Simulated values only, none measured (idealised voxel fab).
You're looking at the process module voxel ribs on slabs.
We display cut, a cross-section 185 nm in width whose square cells are each 5 nm.
Cross-section layout: square cells on a grid; listed as bands, top to bottom; a band spans one or more cell rows.
Each band's line starts with the height of the band's top and of its bottom, in nm. Then come its materials from left to right, each with its width in nm. One material with "throughout" fills the band from edge to edge. "blank" is empty space.
Heights are measured from 0, the level below which the as-received wafer is all one material; the lowest band has no bottom and continues downward, written as in "z 0 and below".
Quick explanation for "30 to 40": the width changes in equal steps down the rows of cells, from the first number in the band's top row to the second number in its bottom row.
A step reported as "everything unchanged" is a step in which no cell of the cross-section changed.
So "Trapped void list" is basically the list of trapped voids: any empty space of 8 cells or more that can't reach the top through an opening. They're written width x height at distance, the distance being from the left edge, and it's all nm.
Past the settings on a step's line: simulator remark, on that step.
overlay nm: mask offset rightward from planned place, masked step; negative means leftward offset.

-- These are the steps we planned for the process
1: RECEIVE: material Si
2: DIRECTIONAL_DEP: material SiO2, thk nm 25
3: DIRECTIONAL_DEP: material SiN, thk nm 15
4: DIRECTIONAL_DEP: material aC, thk nm 15
5: PATTERN: tone cover, mask id RIB, material resist, width nm 30, thk nm 35, overlay nm 0
6: DIRECTIONAL_ETCH: etch materials aC, depth nm 15
7: STRIP: etch materials resist
8: DIRECTIONAL_ETCH: etch materials SiN, depth nm 5
9: STRIP: etch materials aC
10: DIRECTIONAL_DEP: material aC, thk nm 10
11: PATTERN: tone cover, mask id SLAB, material resist, width nm 80, thk nm 30, overlay nm 0
12: DIRECTIONAL_ETCH: etch materials aC, depth nm 10
13: STRIP: etch materials resist
14: DIRECTIONAL_ETCH: etch materials SiN, depth nm 10
15: STRIP: etch materials aC
16: FILL_DEP: material SiO2, thk nm 15
17: CMP: height nm 55
18: DIRECTIONAL_DEP: material W, thk nm 10
19: MASKED_ETCH: tone cover, mask id HEATER, width nm 40, etch materials W, depth nm 10, overlay nm 0
20: CONFORMAL_DEP: material SiN, thk nm 10
Among the wafers covered here, the point of difference is the thk nm at step 2; their starting state is shared, and the plan presents the value of the first wafer.

-- Step 1 complete: as-received cross-section of the first of several wafers
z 0 and below  Si throughout
Trapped void list: none

-- wafer rows; end of module; cells per material since receipt: (+) gained, (-) lost; then closed voids
thk nm 25, +120 SiN, +369 SiO2, +16 W, Trapped void list: none
thk nm 30, +120 SiN, +369 SiO2, +16 W, Trapped void list: none
thk nm 35, +120 SiN, +369 SiO2, +16 W, Trapped void list: none
thk nm 40, +120 SiN, +369 SiO2, +16 W, Trapped void list: none
thk nm 45, +114 SiN, +375 SiO2, +16 W, Trapped void list: none
